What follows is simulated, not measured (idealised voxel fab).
Name of the process module below: voxel fin reveal
Section shown: cut. Width: 230 nm. Cell size: 5 nm, square.
Cross-section format: a grid of square cells, given as bands from top to bottom; each band is one or more rows of cells. It is stipulated that each band's entry specify, in nanometres, the height of the top of the band and then that of its bottom, followed by the materials of the band in left-to-right sequence, each together with its width in nanometres. A single material marked by the word "all across" is understood to fill the band from edge to edge; the word "blank" is understood to denote empty space. Convention: height 0 is the level below which the wafer, as received, is all one material. The lowest band does not terminate at the bottom but continues downward, represented as "from 0 down". Graded width ("30..40"): value in top row of band = first number; value in bottom row = second number; row-to-row change constant. Basically "nothing different" means that step didn't change any cell in the cross-section. Enclosed voids (no open way to top), threshold 8 cells or more, entry "Trapped void list", notation width x height at distance, distance from left edge, nm. If you see something after the settings on a step's line, that's the simulator's own remark about that step. When a step includes a mask, the "overlay nm" setting on its line states how far to the right of its planned place that mask lay, and negative values state how far to the left.
Process steps - plan
1: RECEIVE, material Si
2: CONFORMAL_DEP, material SiN, thk nm 5
3: MASKED_ETCH, tone cover, mask id FINS, width nm 15, pitch nm 35, etch materials SiN, depth nm 5, overlay nm 0
4: MASKED_ETCH, tone cover, mask id FINS, width nm 15, pitch nm 35, etch materials Si, depth nm 30, overlay nm 0
5: OXIDIZE, depth nm 5
6: FILL_DEP, material SiO2, thk nm 5
7: CMP, height nm 5
8: SELECTIVE_ETCH, etch materials SiO2, depth nm 25
9: STRIP, etch materials SiN
First of two wafers, with the run carried out as planned
As-received state of the wafer in cross-section, equivalent to post-step 1
> from 0 down  Si all across
> Trapped void list: none
Presented here is a cross-section of the wafer after step 2 has been performed
> from 5 to 0  SiN all across
> Under 0: no change, same as before.
Presented here is a cross-section of the wafer after step 3 has been performed
> from 5 to 0  90 blank, 15 SiN, 20 blank, 15 SiN, 90 blank
> Under 0: no change, same as before.
Presented here is a cross-section of the wafer after step 4 has been performed
> from 5 to 0  90 blank, 15 SiN, 20 blank, 15 SiN, 90 blank
> from 0 to -30  90 blank, 15 Si, 20 blank, 15 Si, 90 blank
> Under -30: no change, same as before.
Presented here is a cross-section of the wafer after step 5 has been performed
> from 5 to 0  90 blank, 15 SiN, 20 blank, 15 SiN, 90 blank
> from 0 to -30  90 blank, 5 SiO2, 5 Si, 5 SiO2, 20 blank, 5 SiO2, 5 Si, 5 SiO2, 90 blank
> from -30 to -35  95 SiO2, 5 Si, 30 SiO2, 5 Si, 95 SiO2
> Under -35: no change, same as before.
Presented here is a cross-section of the wafer after step 6 has been performed
> from 10 to 5  SiO2 all across
> from 5 to 0  90 SiO2, 15 SiN, 20 SiO2, 15 SiN, 90 SiO2
> from 0 to -35  95 SiO2, 5 Si, 30 SiO2, 5 Si, 95 SiO2
> Under -35: no change, same as before.
Presented here is a cross-section of the wafer after step 7 has been performed
> from 5 to 0  90 SiO2, 15 SiN, 20 SiO2, 15 SiN, 90 SiO2
> Under 0: no change, same as before.
Presented here is a cross-section of the wafer after step 8 has been performed
> from 5 to 0  90 blank, 15 SiN, 20 blank, 15 SiN, 90 blank
> from 0 to -20  95 blank, 5 Si, 30 blank, 5 Si, 95 blank
> Under -20: no change, same as before.
Presented here is a cross-section of the wafer after step 9 has been performed
> from 0 to -20  95 blank, 5 Si, 30 blank, 5 Si, 95 blank
> Under -20: no change, same as before.
What follows concerns the second wafer, which started out like the first and was meant to follow the very same plan; one mistake crept in when it was run, but everything up to and including step 3 is the same as for the first wafer
Cross-section, second wafer, at the end time the plan gives for step 4
> from 5 to 0  90 blank, 15 SiN, 20 blank, 15 SiN, 90 blank
> from 0 to -60  90 blank, 15 Si, 20 blank, 15 Si, 90 blank
> Under -60: no change, same as before.
Cross-section, second wafer, at the end time the plan gives for step 5
> from 5 to 0  90 blank, 15 SiN, 20 blank, 15 SiN, 90 blank
> from 0 to -60  90 blank, 5 SiO2, 5 Si, 5 SiO2, 20 blank, 5 SiO2, 5 Si, 5 SiO2, 90 blank
> from -60 to -65  95 SiO2, 5 Si, 30 SiO2, 5 Si, 95 SiO2
> Under -65: no change, same as before.
Cross-section, second wafer, at the end time the plan gives for step 6
> from 10 to 5  SiO2 all across
> from 5 to 0  90 SiO2, 15 SiN, 20 SiO2, 15 SiN, 90 SiO2
> from 0 to -65  95 SiO2, 5 Si, 30 SiO2, 5 Si, 95 SiO2
> Under -65: no change, same as before.
Cross-section, second wafer, at the end time the plan gives for step 7
> from 5 to 0  90 SiO2, 15 SiN, 20 SiO2, 15 SiN, 90 SiO2
> Under 0: no change, same as before.
Cross-section, second wafer, at the end time the plan gives for step 8
> from 5 to 0  90 blank, 15 SiN, 20 blank, 15 SiN, 90 blank
> from 0 to -20  95 blank, 5 Si, 30 blank, 5 Si, 95 blank
> Under -20: no change, same as before.
Cross-section, second wafer, at the end time the plan gives for step 9
> from 0 to -20  95 blank, 5 Si, 30 blank, 5 Si, 95 blank
> Under -20: no change, same as before.
Short version of what went wrong: the plan's step 4 ran twice
Looking at both finished wafers in cells, the second ends up ahead of or behind the first on some materials: 264 fewer of Si, 264 more of SiO2
